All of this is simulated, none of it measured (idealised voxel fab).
process module | voxel capacitor over wiring
cross-section cut | 160 nm wide | cells 5 nm
A cross-section is a grid of square cells, given in bands from the top down. A band is one or more rows of cells.
Each band's line starts with the height of the band's top and of its bottom, in nm. Then come its materials from left to right, each with its width in nm. One material with "throughout" fills the band from edge to edge. "air" is empty space.
Height 0 is the level under which the wafer as received is all one material. The lowest band goes on downwards, as in "0 down".
A width such as "30 to 40" changes by the same amount from each row of cells to the next, from the band's top row to its bottom row.
"no change" after a step means that no cell of the cross-section changed.
closed voids: empty space of 8 cells or more with no open way to the top, each as width x height at its distance from the left edge, in nm
after a step's settings: what the simulator itself notes on the step
overlay nm, on a step with a mask: how far to the right of its planned place the mask lay; to the left if negative
plan
1 op RECEIVE | material Si
2 op CONFORMAL_DEP | material SiO2 | thk nm 15
3 op CONFORMAL_DEP | material SiN | thk nm 5
4 op DIRECTIONAL_DEP | material lowk | thk nm 20
5 op DIRECTIONAL_DEP | material aC | thk nm 10
6 op PATTERN | tone open | mask id METAL_1 | material resist | width nm 30 | pitch nm 95 | thk nm 30 | overlay nm 0
7 op DIRECTIONAL_ETCH | etch materials aC | depth nm 10
8 op STRIP | etch materials resist
9 op DIRECTIONAL_ETCH | etch materials lowk | depth nm 20
10 op DIRECTIONAL_ETCH | etch materials SiN | depth nm 5
11 op STRIP | etch materials aC
12 op CONFORMAL_DEP | material TiN | thk nm 5
13 op FILL_DEP | material W | thk nm 10
14 op CMP | height nm 40
15 op CONFORMAL_DEP | material SiCN | thk nm 5
16 op DIRECTIONAL_DEP | material SiO2 | thk nm 10
17 op DIRECTIONAL_DEP | material aC | thk nm 15
18 op PATTERN | tone open | mask id PLUG_1 | material resist | width nm 15 | thk nm 35 | overlay nm 0
19 op DIRECTIONAL_ETCH | etch materials aC | depth nm 5
20 op STRIP | etch materials resist
21 op DIRECTIONAL_ETCH | etch materials SiO2 | depth nm 10
22 op DIRECTIONAL_ETCH | etch materials SiCN | depth nm 5
23 op STRIP | etch materials aC
24 op CONFORMAL_DEP | material TiN | thk nm 5
25 op FILL_DEP | material W | thk nm 5
26 op CMP | height nm 55
27 op DIRECTIONAL_DEP | material TiN | thk nm 5
28 op DIRECTIONAL_DEP | material HfO2 | thk nm 5
29 op DIRECTIONAL_DEP | material TiN | thk nm 10
30 op PATTERN | tone cover | mask id UPPER_PLATE | material resist | width nm 70 | thk nm 15 | overlay nm 0
31 op DIRECTIONAL_ETCH | etch materials TiN | depth nm 10
32 op DIRECTIONAL_ETCH | etch materials HfO2 | depth nm 5
33 op STRIP | etch materials resist
34 op DIRECTIONAL_DEP | material aC | thk nm 10
35 op PATTERN | tone cover | mask id LOWER_PLATE | material resist | width nm 80 | thk nm 30 | overlay nm 0
36 op DIRECTIONAL_ETCH | etch materials aC | depth nm 10
37 op STRIP | etch materials resist
38 op DIRECTIONAL_ETCH | etch materials TiN | depth nm 5
39 op STRIP | etch materials aC
40 op FILL_DEP | material SiO2 | thk nm 15
41 op CMP | height nm 85
42 op DIRECTIONAL_DEP | material aC | thk nm 15
43 op PATTERN | tone open | mask id PLUG_2 | material resist | width nm 15 | thk nm 35 | overlay nm 0
44 op DIRECTIONAL_ETCH | etch materials aC | depth nm 15
45 op STRIP | etch materials resist
46 op DIRECTIONAL_ETCH | etch materials SiO2 | depth nm 10
47 op STRIP | etch materials aC
48 op CONFORMAL_DEP | material TiN | thk nm 5
49 op FILL_DEP | material Cu | thk nm 10
50 op CMP | height nm 85
51 op CONFORMAL_DEP | material SiCN | thk nm 5
varied across the wafers: depth nm of step 19. The plan shows the first wafer's value. All wafers start alike
first wafer as received, after step 1
  0 down: Si throughout
  closed voids: none
first wafer at the end, after step 51
  90 to 85: SiCN throughout
  85 to 80: SiO2 40 | TiN 5 | Cu 5 | TiN 5 | SiO2 105
  80 to 75: SiO2 40 | TiN 15 | SiO2 105
  75 to 65: SiO2 30 | TiN 70 | SiO2 60
  65 to 60: SiO2 30 | HfO2 70 | SiO2 60
  60 to 55: SiO2 25 | TiN 80 | SiO2 55
  55 to 45: SiO2 throughout
  45 to 40: SiCN throughout
  40 to 20: lowk 15 | TiN 5 | W 20 | TiN 5 | lowk 65 | TiN 5 | W 20 | TiN 5 | lowk 20
  20 to 15: SiN 15 | TiN 30 | SiN 65 | TiN 30 | SiN 20
  15 to 0: SiO2 throughout
  0 down: Si throughout
  closed voids: none
last wafer at the end
  90 to 85: SiCN throughout
  85 to 80: SiO2 40 | TiN 5 | Cu 5 | TiN 5 | SiO2 105
  80 to 75: SiO2 40 | TiN 15 | SiO2 105
  75 to 65: SiO2 30 | TiN 70 | SiO2 60
  65 to 60: SiO2 30 | HfO2 70 | SiO2 60
  60 to 55: SiO2 25 | TiN 80 | SiO2 55
  55 to 45: SiO2 30 | TiN 5 | W 5 | TiN 5 | SiO2 115
  45 to 40: SiCN 30 | TiN 15 | SiCN 115
  40 to 20: lowk 15 | TiN 5 | W 20 | TiN 5 | lowk 65 | TiN 5 | W 20 | TiN 5 | lowk 20
  20 to 15: SiN 15 | TiN 30 | SiN 65 | TiN 30 | SiN 20
  15 to 0: SiO2 throughout
  0 down: Si throughout
  closed voids: none
each wafer at the end: cells of each material gained (+) or lost (-) since it was received, then its closed voids
depth nm 5 | +1 Cu | +14 HfO2 | +64 SiCN | +20 SiN | +288 SiO2 | +77 TiN | +32 W | +80 lowk | closed voids: none
depth nm 10 | +1 Cu | +14 HfO2 | +64 SiCN | +20 SiN | +288 SiO2 | +77 TiN | +32 W | +80 lowk | closed voids: none
depth nm 15 | +1 Cu | +14 HfO2 | +61 SiCN | +20 SiN | +282 SiO2 | +84 TiN | +34 W | +80 lowk | closed voids: none
depth nm 20 | +1 Cu | +14 HfO2 | +61 SiCN | +20 SiN | +282 SiO2 | +84 TiN | +34 W | +80 lowk | closed voids: none
depth nm 25 | +1 Cu | +14 HfO2 | +61 SiCN | +20 SiN | +282 SiO2 | +84 TiN | +34 W | +80 lowk | closed voids: none
depth nm 30 | +1 Cu | +14 HfO2 | +61 SiCN | +20 SiN | +282 SiO2 | +84 TiN | +34 W | +80 lowk | closed voids: none
